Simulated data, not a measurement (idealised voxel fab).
The process module presented herein is designated voxel self aligned vias.
We display cut, a cross-section 295 nm in width whose square cells are each 5 nm.
This document writes a cross-section as a grid whose cells are square, and gives it as bands, listed from the top down; one or more rows of cells form a band.
In this notation a band is specified by the heights of its top and bottom, in that order and in nm, after which its materials appear from left to right, each paired with its width in nm. The word "edge to edge" attached to a single material means that material fills the band from edge to edge; the word "blank" stands for empty space.
Heights are measured from 0, the level below which the as-received wafer is all one material; the lowest band has no bottom and continues downward, written as in "0..down".
Note: "30 to 40" means the width goes from the first number (top row of the band) to the second number (bottom row) in equal steps per row of cells.
No cell of the cross-section changed in a step that is given as "changes: none".
Each empty space that has no open way to the top and spans at least 8 cells appears under "Enclosed void listing" as width x height at distance, the distance counted from the left edge, all in nm.
On each step's line, the part that comes after the settings is the simulator's own comment on the step.
"overlay nm" answers the question of how far to the right of plan the mask lay on a step that has a mask, and when it is negative the answer is to the left.

-- These are the steps we planned for the process
1. RECEIVE, material Si
2. CONFORMAL_DEP, material SiO2, thk nm 15
3. CONFORMAL_DEP, material SiCN, thk nm 5
4. DIRECTIONAL_DEP, material lowk, thk nm 25
5. MASKED_ETCH, tone open, mask id LINES, width nm 20, pitch nm 70, etch materials lowk, depth nm 25, overlay nm 0
6. CONFORMAL_DEP, material TiN, thk nm 5
7. FILL_DEP, material W, thk nm 10
8. CMP, height nm 45
9. SELECTIVE_ETCH, etch materials W Ru TiN, depth nm 10
10. FILL_DEP, material SiN, thk nm 5
11. CMP, height nm 45
12. DIRECTIONAL_DEP, material lowk, thk nm 20
13. DIRECTIONAL_DEP, material aC, thk nm 15
14. PATTERN, tone open, mask id VIAS, material resist, width nm 40, pitch nm 70, thk nm 35, overlay nm 0
15. DIRECTIONAL_ETCH, etch materials aC, depth nm 15
16. STRIP, etch materials resist
17. DIRECTIONAL_ETCH, etch materials lowk, depth nm 20
18. DIRECTIONAL_ETCH, etch materials SiN, depth nm 10
19. STRIP, etch materials aC
20. CONFORMAL_DEP, material TiN, thk nm 5
21. FILL_DEP, material Cu, thk nm 10
22. CMP, height nm 65
23. CONFORMAL_DEP, material SiCN, thk nm 5

-- Incoming wafer, cross-sectional view, post step 1
> 0..down  Si edge to edge
> Enclosed void listing: none

-- First of two wafers: cross-section at end of module, run per plan
> 70..65  SiCN edge to edge
> 65..50  lowk 55; TiN 5; Cu 30; TiN 5; lowk 30; TiN 5; Cu 30; TiN 5; lowk 30; TiN 5; Cu 30; TiN 5; lowk 60
> 50..40  lowk 55 to 65; TiN 15 to 5; Cu 10; TiN 15 to 5; lowk 30 to 50; TiN 15 to 5; Cu 10; TiN 15 to 5; lowk 30 to 50; TiN 15 to 5; Cu 10; TiN 15 to 5; lowk 60 to 70
> 40..35  lowk 65; TiN 20; lowk 50; TiN 20; lowk 50; TiN 20; lowk 70
> 35..25  lowk 65; TiN 5; W 10; TiN 5; lowk 50; TiN 5; W 10; TiN 5; lowk 50; TiN 5; W 10; TiN 5; lowk 70
> 25..20  lowk 65; TiN 20; lowk 50; TiN 20; lowk 50; TiN 20; lowk 70
> 20..15  SiCN edge to edge
> 15..0  SiO2 edge to edge
> 0..down  Si edge to edge
> Enclosed void listing: none

-- End of module, second wafer, cross-section. Started like the first, planned like the first, run with one mistake
> 70..65  SiCN edge to edge
> 65..50  lowk 55; TiN 5; Cu 30; TiN 5; lowk 30; TiN 5; Cu 30; TiN 5; lowk 30; TiN 5; Cu 30; TiN 5; lowk 60
> 50..40  lowk 55 to 70; TiN 20 to 5; Cu 5; TiN 15 to 5; lowk 30 to 55; TiN 20 to 5; Cu 5; TiN 15 to 5; lowk 30 to 55; TiN 20 to 5; Cu 5; TiN 15 to 5; lowk 60 to 70
> 40..35  lowk 70; TiN 15; lowk 55; TiN 15; lowk 55; TiN 15; lowk 70
> 35..25  lowk 70; TiN 5; W 5; TiN 5; lowk 55; TiN 5; W 5; TiN 5; lowk 55; TiN 5; W 5; TiN 5; lowk 70
> 25..20  lowk 70; TiN 15; lowk 55; TiN 15; lowk 55; TiN 15; lowk 70
> 20..15  SiCN edge to edge
> 15..0  SiO2 edge to edge
> 0..down  Si edge to edge
> Enclosed void listing: none
What was the processing mistake? step 5, actual vs plan mismatch, actual run MASKED_ETCH, tone open, mask id LINES, width nm 15, pitch nm 70, etch materials lowk, depth nm 25, overlay nm 0
The closing comparison, in cells, has the second wafer with more or fewer of some materials than the first: Cu: 6 fewer | TiN: 3 fewer | W: 6 fewer | lowk: 15 more
